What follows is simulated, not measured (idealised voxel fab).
process module | voxel wiring stack
cross-section cut | 155 nm wide | cells 5 nm
A cross-section is a grid of square cells, given in bands from the top down. A band is one or more rows of cells.
Each band's line starts with the height of the band's top and of its bottom, in nm. Then come its materials from left to right, each with its width in nm. One material with "throughout" fills the band from edge to edge. "air" is empty space.
Height 0 is the level under which the wafer as received is all one material. The lowest band goes on downwards, as in "0 down".
A width such as "30 to 40" changes by the same amount from each row of cells to the next, from the band's top row to its bottom row.
"no change" after a step means that no cell of the cross-section changed.
closed voids: empty space of 8 cells or more with no open way to the top, each as width x height at its distance from the left edge, in nm
after a step's settings: what the simulator itself notes on the step
overlay nm, on a step with a mask: how far to the right of its planned place the mask lay; to the left if negative
plan
1 op RECEIVE | material Si
2 op CONFORMAL_DEP | material SiO2 | thk nm 15
3 op CONFORMAL_DEP | material SiCN | thk nm 5
4 op DIRECTIONAL_DEP | material lowk | thk nm 20
5 op PATTERN | tone open | mask id METAL_1 | material resist | width nm 20 | pitch nm 40 | thk nm 20 | overlay nm 0
6 op DIRECTIONAL_ETCH | etch materials lowk | depth nm 20
7 op DIRECTIONAL_ETCH | etch materials SiCN | depth nm 5
8 op STRIP | etch materials resist
9 op CONFORMAL_DEP | material TiN | thk nm 5
10 op FILL_DEP | material W | thk nm 10
11 op CMP | height nm 40
12 op CONFORMAL_DEP | material SiCN | thk nm 5
13 op DIRECTIONAL_DEP | material lowk | thk nm 15
14 op MASKED_ETCH | tone open | mask id PLUG_1 | width nm 15 | pitch nm 40 | etch materials lowk | depth nm 15 | overlay nm 0
15 op MASKED_ETCH | tone open | mask id PLUG_1 | width nm 15 | pitch nm 40 | etch materials SiCN | depth nm 5 | overlay nm 0
16 op EPI | material Ru | thk nm 10
17 op EPI | material Ru | thk nm 10
18 op CONFORMAL_DEP | material SiCN | thk nm 5
19 op DIRECTIONAL_DEP | material SiO2 | thk nm 25
20 op DIRECTIONAL_DEP | material aC | thk nm 10
21 op PATTERN | tone open | mask id METAL_2 | material resist | width nm 20 | pitch nm 40 | thk nm 25 | overlay nm 0
22 op DIRECTIONAL_ETCH | etch materials aC | depth nm 10
23 op STRIP | etch materials resist
24 op DIRECTIONAL_ETCH | etch materials SiO2 | depth nm 25
25 op DIRECTIONAL_ETCH | etch materials SiCN | depth nm 5
26 op STRIP | etch materials aC
27 op CONFORMAL_DEP | material TiN | thk nm 5
28 op FILL_DEP | material W | thk nm 10
29 op CMP | height nm 90
30 op CONFORMAL_DEP | material SiCN | thk nm 5
31 op DIRECTIONAL_DEP | material SiO2 | thk nm 15
32 op MASKED_ETCH | tone open | mask id PLUG_2 | width nm 15 | pitch nm 40 | etch materials SiO2 | depth nm 15 | overlay nm 0
33 op MASKED_ETCH | tone open | mask id PLUG_2 | width nm 15 | pitch nm 40 | etch materials SiCN | depth nm 5 | overlay nm 0
34 op EPI | material Ru | thk nm 10
35 op EPI | material Ru | thk nm 10
36 op CONFORMAL_DEP | material SiCN | thk nm 5
37 op DIRECTIONAL_DEP | material lowk | thk nm 15
38 op DIRECTIONAL_DEP | material aC | thk nm 10
39 op PATTERN | tone open | mask id METAL_3 | material resist | width nm 20 | pitch nm 40 | thk nm 30 | overlay nm 0
40 op DIRECTIONAL_ETCH | etch materials aC | depth nm 10
41 op STRIP | etch materials resist
42 op DIRECTIONAL_ETCH | etch materials lowk | depth nm 15
43 op DIRECTIONAL_ETCH | etch materials SiCN | depth nm 5
44 op STRIP | etch materials aC
45 op CONFORMAL_DEP | material TiN | thk nm 5
46 op FILL_DEP | material Cu | thk nm 5
47 op CMP | height nm 130
48 op EPI | material Ru | thk nm 5
49 op FILL_DEP | material SiCN | thk nm 5
as received, after step 1
  0 down: Si throughout
  closed voids: none
first wafer at the end, as planned
  140 to 135: SiCN throughout
  135 to 130: SiCN 20 | Ru 30 | SiCN 10 | Ru 30 | SiCN 10 | Ru 30 | SiCN 25
  130 to 115: lowk 25 | TiN 5 | Cu 10 | TiN 5 | lowk 20 | TiN 5 | Cu 10 | TiN 5 | lowk 20 | TiN 5 | Cu 10 | TiN 5 | lowk 30
  115 to 110: SiCN 25 | TiN 20 | SiCN 20 | TiN 20 | SiCN 20 | TiN 20 | SiCN 30
  110 to 95: SiO2 25 | Ru 15 | SiO2 25 | Ru 15 | SiO2 25 | Ru 15 | SiO2 35
  95 to 90: SiCN 25 | Ru 15 | SiCN 25 | Ru 15 | SiCN 25 | Ru 15 | SiCN 35
  90 to 65: SiO2 25 | TiN 5 | W 10 | TiN 5 | SiO2 20 | TiN 5 | W 10 | TiN 5 | SiO2 20 | TiN 5 | W 10 | TiN 5 | SiO2 30
  65 to 60: SiCN 25 | TiN 20 | SiCN 20 | TiN 20 | SiCN 20 | TiN 20 | SiCN 30
  60 to 45: lowk 25 | Ru 15 | lowk 25 | Ru 15 | lowk 25 | Ru 15 | lowk 35
  45 to 40: SiCN 25 | Ru 15 | SiCN 25 | Ru 15 | SiCN 25 | Ru 15 | SiCN 35
  40 to 20: lowk 25 | TiN 5 | W 10 | TiN 5 | lowk 20 | TiN 5 | W 10 | TiN 5 | lowk 20 | TiN 5 | W 10 | TiN 5 | lowk 30
  20 to 15: SiCN 25 | TiN 20 | SiCN 20 | TiN 20 | SiCN 20 | TiN 20 | SiCN 30
  15 to 0: SiO2 throughout
  0 down: Si throughout
  closed voids: none
second wafer at the end: like start, like plan, one mistake
  140 to 135: SiCN throughout
  135 to 130: SiCN 20 | Ru 30 | SiCN 10 | Ru 30 | SiCN 10 | Ru 30 | SiCN 25
  130 to 115: lowk 25 | TiN 5 | Cu 10 | TiN 5 | lowk 20 | TiN 5 | Cu 10 | TiN 5 | lowk 20 | TiN 5 | Cu 10 | TiN 5 | lowk 30
  115 to 110: SiCN 25 | TiN 20 | SiCN 20 | TiN 20 | SiCN 20 | TiN 20 | SiCN 30
  110 to 95: SiO2 25 | Ru 15 | SiO2 25 | Ru 15 | SiO2 25 | Ru 15 | SiO2 35
  95 to 90: SiCN 25 | Ru 15 | SiCN 25 | Ru 15 | SiCN 25 | Ru 15 | SiCN 35
  90 to 70: SiO2 25 | TiN 5 | W 10 | TiN 5 | SiO2 20 | TiN 5 | W 10 | TiN 5 | SiO2 20 | TiN 5 | W 10 | TiN 5 | SiO2 30
  70 to 65: SiO2 25 | TiN 20 | SiO2 20 | TiN 20 | SiO2 20 | TiN 20 | SiO2 30
  65 to 60: W throughout
  60 to 45: lowk 25 | Ru 15 | lowk 25 | Ru 15 | lowk 25 | Ru 15 | lowk 35
  45 to 40: SiCN 25 | Ru 15 | SiCN 25 | Ru 15 | SiCN 25 | Ru 15 | SiCN 35
  40 to 20: lowk 25 | TiN 5 | W 10 | TiN 5 | lowk 20 | TiN 5 | W 10 | TiN 5 | lowk 20 | TiN 5 | W 10 | TiN 5 | lowk 30
  20 to 15: SiCN 25 | TiN 20 | SiCN 20 | TiN 20 | SiCN 20 | TiN 20 | SiCN 30
  15 to 0: SiO2 throughout
  0 down: Si throughout
  closed voids: none
what went wrong: step 18 ran as: op CONFORMAL_DEP | material W | thk nm 5
at the end the second wafer has, in cells: 19 fewer of SiCN | 6 fewer of TiN | 25 more of W
